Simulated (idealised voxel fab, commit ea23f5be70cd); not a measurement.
Title: Process Module voxel transistor to metal
Square cells of 5 nm make up the cross-section cut, whose width is 175 nm.
Cross-section layout: square cells on a grid; listed as bands, top to bottom; a band spans one or more cell rows.
Top height, bottom height, nm. Materials left to right, width each, nm. Single material + "everywhere" = fills band edge to edge. "blank" = empty.
The level at which height equals 0 is the one under which the wafer, as it arrives, is entirely one material. No lower edge exists for the bottom band, which continues downward and is notated as in "z 0 and below".
Note: "30->40" means the width goes from the first number (top row of the band) to the second number (bottom row) in equal steps per row of cells.
Where the words "everything unchanged" appear for a step, the cross-section shows no cell changed by that step; every cell remained as before.
Empty spaces counting at least 8 cells and having no open way to the top are listed in "Closed empty spaces". The notation width x height at distance is used for each, the distance being from the left edge and all three values in nm.
Note: text after step settings on the step line = simulator remark on that step.
For masked steps, "overlay nm" on the step line gives how far right of plan the mask actually lay; a minus sign means it lay to the left.
The steps planned for the process are as follows
| 1 | RECEIVE with material Si |
| 2 | OXIDIZE with depth nm 5 |
| 3 | CONFORMAL_DEP with material SiN, thk nm 10 |
| 4 | MASKED_ETCH with tone cover, mask id ACTIVE, width nm 110, etch materials SiN, depth nm 10, overlay nm 0 |
| 5 | MASKED_ETCH with tone cover, mask id ACTIVE, width nm 110, etch materials SiO2, depth nm 5, overlay nm 0 |
| 6 | MASKED_ETCH with tone cover, mask id ACTIVE, width nm 110, etch materials Si, depth nm 25, overlay nm 0 |
| 7 | OXIDIZE with depth nm 5 |
| 8 | FILL_DEP with material SiO2, thk nm 5 |
| 9 | CMP with height nm 10 |
| 10 | SELECTIVE_ETCH with etch materials SiO2, depth nm 5 |
| 11 | STRIP with etch materials SiN |
| 12 | SELECTIVE_ETCH with etch materials SiO2, depth nm 5 |
| 13 | OXIDIZE with depth nm 5 |
| 14 | DIRECTIONAL_DEP with material polySi, thk nm 25 |
| 15 | DIRECTIONAL_DEP with material SiCN, thk nm 15 |
| 16 | MASKED_ETCH with tone cover, mask id GATE, width nm 30, etch materials SiCN, depth nm 25, overlay nm 0 |
| 17 | MASKED_ETCH with tone cover, mask id GATE, width nm 30, etch materials polySi, depth nm 35, overlay nm 0 |
| 18 | CONFORMAL_DEP with material SiO2, thk nm 5 |
| 19 | DIRECTIONAL_ETCH with etch materials SiO2, depth nm 5 |
| 20 | CONFORMAL_DEP with material SiN, thk nm 5 |
| 21 | DIRECTIONAL_ETCH with etch materials SiN, depth nm 5 |
| 22 | DIRECTIONAL_ETCH with etch materials SiO2, depth nm 5 |
| 23 | DIRECTIONAL_ETCH with etch materials Si, depth nm 10 |
| 24 | EPI with material nSi, thk nm 10 |
| 25 | FILL_DEP with material SiO2, thk nm 10 |
| 26 | CMP with height nm 20 |
| 27 | STRIP with etch materials polySi |
| 28 | SELECTIVE_ETCH with etch materials SiO2, depth nm 5 |
| 29 | CONFORMAL_DEP with material HfO2, thk nm 5 |
| 30 | CONFORMAL_DEP with material TiN, thk nm 5 |
| 31 | FILL_DEP with material W, thk nm 10 |
| 32 | CMP with height nm 15 |
| 33 | DIRECTIONAL_DEP with material SiO2, thk nm 10 |
| 34 | DIRECTIONAL_DEP with material aC, thk nm 15 |
| 35 | PATTERN with tone open, mask id CONTACT, material resist, width nm 15, pitch nm 75, thk nm 35, overlay nm 0 |
| 36 | DIRECTIONAL_ETCH with etch materials aC, depth nm 15 |
| 37 | STRIP with etch materials resist |
| 38 | DIRECTIONAL_ETCH with etch materials SiO2, depth nm 35 |
| 39 | STRIP with etch materials aC |
| 40 | CONFORMAL_DEP with material TiN, thk nm 5 |
| 41 | FILL_DEP with material Ru, thk nm 5 |
| 42 | CMP with height nm 25 |
| 43 | DIRECTIONAL_DEP with material TiN, thk nm 5 |
| 44 | DIRECTIONAL_DEP with material W, thk nm 25 |
| 45 | DIRECTIONAL_DEP with material aC, thk nm 10 |
| 46 | PATTERN with tone cover, mask id METAL_1, material resist, width nm 15, pitch nm 75, thk nm 25, overlay nm 0 |
| 47 | DIRECTIONAL_ETCH with etch materials aC, depth nm 10 |
| 48 | STRIP with etch materials resist |
| 49 | DIRECTIONAL_ETCH with etch materials W, depth nm 25 |
| 50 | DIRECTIONAL_ETCH with etch materials TiN, depth nm 5 |
| 51 | STRIP with etch materials aC |
| 52 | CONFORMAL_DEP with material SiCN, thk nm 5 |
| 53 | FILL_DEP with material lowk, thk nm 5 |
| 54 | CMP with height nm 55 |
| 55 | CONFORMAL_DEP with material SiCN, thk nm 5 |
Cross-section of the wafer upon arrival, representing the state reached after step 1
    z 0 and below  Si everywhere
    Closed empty spaces: none
The cross-section shown corresponds to the wafer at the conclusion of the module. The initial structure and the process plan are those presented above; however, one mistake occurred in executing the plan
    z 60 to 55  SiCN everywhere
    z 55 to 30  lowk 35 nm, SiCN 5 nm, W 15 nm, SiCN 5 nm, lowk 50 nm, SiCN 5 nm, W 15 nm, SiCN 5 nm, lowk 40 nm
    z 30 to 25  SiCN 40 nm, TiN 15 nm, SiCN 60 nm, TiN 15 nm, SiCN 45 nm
    z 25 to 15  SiO2 40 nm, TiN 5 nm, Ru 5 nm, TiN 5 nm, SiO2 60 nm, TiN 5 nm, Ru 5 nm, TiN 5 nm, SiO2 45 nm
    z 15 to 5  SiO2 40 nm, TiN 5 nm, Ru 5 nm, TiN 5 nm, SiO2 5 nm, SiN 5 nm, HfO2 5 nm, TiN 5 nm, W 20 nm, TiN 5 nm, HfO2 5 nm, SiN 5 nm, SiO2 5 nm, TiN 5 nm, Ru 5 nm, TiN 5 nm, SiO2 45 nm
    z 5 to 0  SiO2 40 nm, TiN 15 nm, SiO2 5 nm, SiN 5 nm, HfO2 5 nm, TiN 5 nm, W 20 nm, TiN 5 nm, HfO2 5 nm, SiN 5 nm, SiO2 5 nm, TiN 15 nm, SiO2 45 nm
    z 0 to -5  SiO2 25 nm, SiN 5 nm, SiO2 10 nm, TiN 10 nm, nSi 10 nm, SiN 5 nm, HfO2 5 nm, TiN 30 nm, HfO2 5 nm, SiN 5 nm, nSi 10 nm, TiN 10 nm, SiO2 10 nm, SiN 5 nm, SiO2 30 nm
    z -5 to -10  SiO2 40 nm, TiN 10 nm, nSi 10 nm, SiO2 5 nm, HfO2 40 nm, SiO2 5 nm, nSi 10 nm, TiN 10 nm, SiO2 45 nm
    z -10 to -20  SiO2 30 nm, nSi 30 nm, Si 50 nm, nSi 30 nm, SiO2 35 nm
    z -20 to -35  SiO2 30 nm, Si 110 nm, SiO2 35 nm
    z -35 and below  Si everywhere
    Closed empty spaces: none
Want to know what went wrong? off-plan run, step 4, actual operation and settings MASKED_ETCH with tone cover, mask id ACTIVE, width nm 120, etch materials SiN, depth nm 10, overlay nm 0
